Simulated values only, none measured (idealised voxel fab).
A process module follows: voxel capacitor over wiring.
Pictured: cross-section cut, 235 nm wide, on a grid of 5 nm square cells.
Heads up, the way a cross-section reads in here is a grid of square cells, handed over as bands from the top down, with every band being one or more rows of cells.
Band: top and bottom heights (nm) first, top before bottom; then materials from left to right, widths in nm. "all across" marks a sole material filling the band edge to edge. "blank" denotes empty space.
Height datum 0, below which the as-received substrate wafer is one material. Lowest band open at the bottom, running downward: "0 -> down".
Top row gets the first number, bottom row gets the second, and each row in between changes by the same step: that is how a band width like "30..40" works.
"nothing was modified" for a step: no cell of the cross-section changed in that step.
The label "Closed-off voids" introduces a list of the empty spaces, 8 cells or larger, that have no open way up to the top; each entry in it reads width x height at distance, where the distance is taken from the left edge and all three are stated in nm.
Past the settings on a step's line: simulator remark, on that step.
overlay nm: for a step with a mask, the amount by which the mask lay right of where it was planned; a negative amount means left of it.

# The following list gives the planned process steps
1) RECEIVE,material Si
2) CONFORMAL_DEP,material SiO2,thk nm 10
3) DIRECTIONAL_DEP,material TiN,thk nm 5
4) DIRECTIONAL_DEP,material Ru,thk nm 25
5) DIRECTIONAL_DEP,material aC,thk nm 10
6) PATTERN,tone cover,mask id METAL_1,material resist,width nm 30,pitch nm 90,thk nm 25,overlay nm 0
7) DIRECTIONAL_ETCH,etch materials aC,depth nm 10
8) STRIP,etch materials resist
9) DIRECTIONAL_ETCH,etch materials Ru,depth nm 25
10) DIRECTIONAL_ETCH,etch materials TiN,depth nm 5
11) STRIP,etch materials aC
12) CONFORMAL_DEP,material SiN,thk nm 5
13) FILL_DEP,material SiO2,thk nm 5
14) CMP,height nm 40
15) CONFORMAL_DEP,material SiCN,thk nm 5
16) DIRECTIONAL_DEP,material lowk,thk nm 10
17) DIRECTIONAL_DEP,material aC,thk nm 10
18) PATTERN,tone open,mask id PLUG_1,material resist,width nm 15,thk nm 25,overlay nm 0
19) DIRECTIONAL_ETCH,etch materials aC,depth nm 10
20) STRIP,etch materials resist
21) DIRECTIONAL_ETCH,etch materials lowk,depth nm 10
22) DIRECTIONAL_ETCH,etch materials SiCN,depth nm 5
23) STRIP,etch materials aC
24) EPI,material Ru,thk nm 10
25) EPI,material Ru,thk nm 5
26) DIRECTIONAL_DEP,material TiN,thk nm 10
27) DIRECTIONAL_DEP,material Al2O3,thk nm 5
28) DIRECTIONAL_DEP,material TiN,thk nm 10
29) PATTERN,tone cover,mask id UPPER_PLATE,material resist,width nm 65,thk nm 20,overlay nm 0
30) DIRECTIONAL_ETCH,etch materials TiN,depth nm 10
31) DIRECTIONAL_ETCH,etch materials Al2O3,depth nm 5
32) STRIP,etch materials resist
33) DIRECTIONAL_DEP,material aC,thk nm 15
34) PATTERN,tone cover,mask id LOWER_PLATE,material resist,width nm 75,thk nm 35,overlay nm 0
35) DIRECTIONAL_ETCH,etch materials aC,depth nm 15
36) STRIP,etch materials resist
37) DIRECTIONAL_ETCH,etch materials TiN,depth nm 10
38) STRIP,etch materials aC
39) FILL_DEP,material SiO2,thk nm 15
40) CMP,height nm 90
41) MASKED_ETCH,tone open,mask id PLUG_2,width nm 15,etch materials SiO2,depth nm 10,overlay nm -15
42) CONFORMAL_DEP,material TiN,thk nm 5
43) FILL_DEP,material W,thk nm 5
44) CMP,height nm 90
45) CONFORMAL_DEP,material SiCN,thk nm 5
Among the wafers covered here, the point of difference is the overlay nm at step 41; their starting state is shared, and the plan presents the value of the first wafer.

# Cross-section: the first of several wafers in its as-received state, i.e. following step 1
	0 -> down  Si all across
	Closed-off voids: none

# End of module, by wafer: material-by-material cell gain (+) or loss (-) since receipt, then closed voids
overlay nm -15 | +13 Al2O3 | +69 Ru | +91 SiCN | +55 SiN | +503 SiO2 | +73 TiN | +1 W | +88 lowk | Closed-off voids: none
overlay nm -10 | +13 Al2O3 | +69 Ru | +91 SiCN | +55 SiN | +503 SiO2 | +73 TiN | +1 W | +88 lowk | Closed-off voids: none
overlay nm -5 | +13 Al2O3 | +69 Ru | +91 SiCN | +55 SiN | +503 SiO2 | +73 TiN | +1 W | +88 lowk | Closed-off voids: none
overlay nm 0 | +13 Al2O3 | +69 Ru | +91 SiCN | +55 SiN | +503 SiO2 | +73 TiN | +1 W | +88 lowk | Closed-off voids: none
overlay nm 5 | +13 Al2O3 | +69 Ru | +91 SiCN | +55 SiN | +503 SiO2 | +73 TiN | +1 W | +88 lowk | Closed-off voids: none
overlay nm 10 | +13 Al2O3 | +69 Ru | +91 SiCN | +55 SiN | +503 SiO2 | +73 TiN | +1 W | +88 lowk | Closed-off voids: none
overlay nm 15 | +13 Al2O3 | +69 Ru | +91 SiCN | +55 SiN | +503 SiO2 | +73 TiN | +1 W | +88 lowk | Closed-off voids: none
